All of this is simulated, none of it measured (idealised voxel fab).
A process module follows: voxel air gaps.
The figure presents cross-section cut, which has a width of 150 nm and is divided into square cells with an edge length of 5 nm.
Just so we're on the same page, the cross-sections are grids of square cells, and they're listed out in bands top to bottom, each band one or more rows deep. Top height, bottom height, nm. Materials left to right, width each, nm. Single material + "throughout" = fills band edge to edge. "blank" = empty. Height 0 is the level under which the wafer as received is all one material. The lowest band goes on downwards, as in "z 0 and below". A width such as "30->40" changes by the same amount from each row of cells to the next, from the band's top row to its bottom row. Key: "changes: none" - step with no changed cell in the cross-section. Enclosed voids (no open way to top), threshold 8 cells or more, entry "Voids, enclosed", notation width x height at distance, distance from left edge, nm. Where a step's line continues beyond its settings, the continuation is a remark by the simulator itself on that step. A step line may carry the setting "overlay nm", which, for steps involving a mask, states the distance by which the mask lay to the right of its intended position; negative values denote displacement to the left.
Below is the list of planned process steps:
step 1: RECEIVE, material Si
step 2: CONFORMAL_DEP, material SiO2, thk nm 15
step 3: CONFORMAL_DEP, material SiN, thk nm 5
step 4: DIRECTIONAL_DEP, material SiO2, thk nm 35
step 5: MASKED_ETCH, tone open, mask id LINES, width nm 20, pitch nm 45, etch materials SiO2, depth nm 35, overlay nm 0
step 6: CONFORMAL_DEP, material TiN, thk nm 5
step 7: FILL_DEP, material Ru, thk nm 5
step 8: CMP, height nm 55
step 9: EPI, material Ru, thk nm 10
step 10: SELECTIVE_ETCH, etch materials SiO2, depth nm 45
step 11: CONFORMAL_DEP, material SiN, thk nm 5
Cross-section: wafer on arrival = after step 1:
> z 0 and below = Si throughout
> Voids, enclosed: none
This is how the wafer looks in cross-section once the module is done, given the starting state and plan above and one mistake in carrying the plan out:
> z 80 to 75 = SiN throughout
> z 75 to 55 = Ru throughout
> z 55 to 25 = SiO2 20 nm; TiN 5 nm; Ru 10 nm; TiN 5 nm; SiO2 25 nm; TiN 5 nm; Ru 10 nm; TiN 5 nm; SiO2 25 nm; TiN 5 nm; Ru 10 nm; TiN 5 nm; SiO2 20 nm
> z 25 to 20 = SiO2 20 nm; TiN 20 nm; SiO2 25 nm; TiN 20 nm; SiO2 25 nm; TiN 20 nm; SiO2 20 nm
> z 20 to 15 = SiN throughout
> z 15 to 0 = SiO2 throughout
> z 0 and below = Si throughout
> Voids, enclosed: none
It is concluded that the wafer was processed incorrectly with respect to the plan, in that step 9 of the plan was executed twice over
